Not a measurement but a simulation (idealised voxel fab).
process module | voxel gate over fins
cross-section cut | 205 nm wide | cells 5 nm
A cross-section is a grid of square cells, given in bands from the top down. A band is one or more rows of cells.
Each band's line starts with the height of the band's top and of its bottom, in nm. Then come its materials from left to right, each with its width in nm. One material with "throughout" fills the band from edge to edge. "air" is empty space.
Height 0 is the level under which the wafer as received is all one material. The lowest band goes on downwards, as in "0 down".
A width such as "30 to 40" changes by the same amount from each row of cells to the next, from the band's top row to its bottom row.
"no change" after a step means that no cell of the cross-section changed.
closed voids: empty space of 8 cells or more with no open way to the top, each as width x height at its distance from the left edge, in nm
after a step's settings: what the simulator itself notes on the step
overlay nm, on a step with a mask: how far to the right of its planned place the mask lay; to the left if negative
plan
1 op RECEIVE | material Si
2 op CONFORMAL_DEP | material SiN | thk nm 10
3 op PATTERN | tone cover | mask id FINS | material resist | width nm 15 | pitch nm 45 | thk nm 20 | overlay nm 0
4 op DIRECTIONAL_ETCH | etch materials SiN | depth nm 10
5 op DIRECTIONAL_ETCH | etch materials Si | depth nm 35
6 op STRIP | etch materials resist
7 op FILL_DEP | material SiO2 | thk nm 10
8 op CMP | height nm 10
9 op SELECTIVE_ETCH | etch materials SiO2 | depth nm 20
10 op STRIP | etch materials SiN
11 op CONFORMAL_DEP | material HfO2 | thk nm 5
12 op CONFORMAL_DEP | material TiN | thk nm 5
13 op FILL_DEP | material W | thk nm 15
14 op CMP | height nm 20
15 op CONFORMAL_DEP | material SiCN | thk nm 10
as received, after step 1
  0 down: Si throughout
  closed voids: none
first wafer at the end, as planned
  30 to 20: SiCN throughout
  20 to 10: W throughout
  10 to 5: W 15 | TiN 35 | W 10 | TiN 35 | W 10 | TiN 35 | W 10 | TiN 35 | W 20
  5 to 0: W 15 | TiN 5 | HfO2 25 | TiN 5 | W 10 | TiN 5 | HfO2 25 | TiN 5 | W 10 | TiN 5 | HfO2 25 | TiN 5 | W 10 | TiN 5 | HfO2 25 | TiN 5 | W 20
  0 to -5: TiN 20 | HfO2 5 | Si 15 | HfO2 5 | TiN 20 | HfO2 5 | Si 15 | HfO2 5 | TiN 20 | HfO2 5 | Si 15 | HfO2 5 | TiN 20 | HfO2 5 | Si 15 | HfO2 5 | TiN 25
  -5 to -10: HfO2 25 | Si 15 | HfO2 30 | Si 15 | HfO2 30 | Si 15 | HfO2 30 | Si 15 | HfO2 30
  -10 to -35: SiO2 25 | Si 15 | SiO2 30 | Si 15 | SiO2 30 | Si 15 | SiO2 30 | Si 15 | SiO2 30
  -35 down: Si throughout
  closed voids: none
second wafer at the end: like start, like plan, one mistake
  30 to 20: SiCN throughout
  20 to 10: W throughout
  10 to 5: W 15 | TiN 35 | W 10 | TiN 35 | W 10 | TiN 35 | W 10 | TiN 35 | W 20
  5 to 0: W 15 | TiN 5 | HfO2 25 | TiN 5 | W 10 | TiN 5 | HfO2 25 | TiN 5 | W 10 | TiN 5 | HfO2 25 | TiN 5 | W 10 | TiN 5 | HfO2 25 | TiN 5 | W 20
  0 to -5: TiN 20 | HfO2 5 | Si 15 | HfO2 5 | TiN 5 | W 10 | TiN 5 | HfO2 5 | Si 15 | HfO2 5 | TiN 5 | W 10 | TiN 5 | HfO2 5 | Si 15 | HfO2 5 | TiN 5 | W 10 | TiN 5 | HfO2 5 | Si 15 | HfO2 5 | TiN 25
  -5 to -10: HfO2 10 | TiN 10 | HfO2 5 | Si 15 | HfO2 5 | TiN 5 | W 10 | TiN 5 | HfO2 5 | Si 15 | HfO2 5 | TiN 5 | W 10 | TiN 5 | HfO2 5 | Si 15 | HfO2 5 | TiN 5 | W 10 | TiN 5 | HfO2 5 | Si 15 | HfO2 5 | TiN 10 | HfO2 15
  -10 to -15: SiO2 5 | HfO2 5 | TiN 10 | HfO2 5 | Si 15 | HfO2 5 | TiN 20 | HfO2 5 | Si 15 | HfO2 5 | TiN 20 | HfO2 5 | Si 15 | HfO2 5 | TiN 20 | HfO2 5 | Si 15 | HfO2 5 | TiN 10 | HfO2 5 | SiO2 10
  -15 to -20: SiO2 5 | HfO2 20 | Si 15 | HfO2 30 | Si 15 | HfO2 30 | Si 15 | HfO2 30 | Si 15 | HfO2 20 | SiO2 10
  -20 to -35: SiO2 25 | Si 15 | SiO2 30 | Si 15 | SiO2 30 | Si 15 | SiO2 30 | Si 15 | SiO2 30
  -35 down: Si throughout
  closed voids: none
what went wrong: steps 9 and 10 were swapped
at the end the second wafer has, in cells: 20 more of HfO2 | 52 fewer of SiO2 | 20 more of TiN | 12 more of W
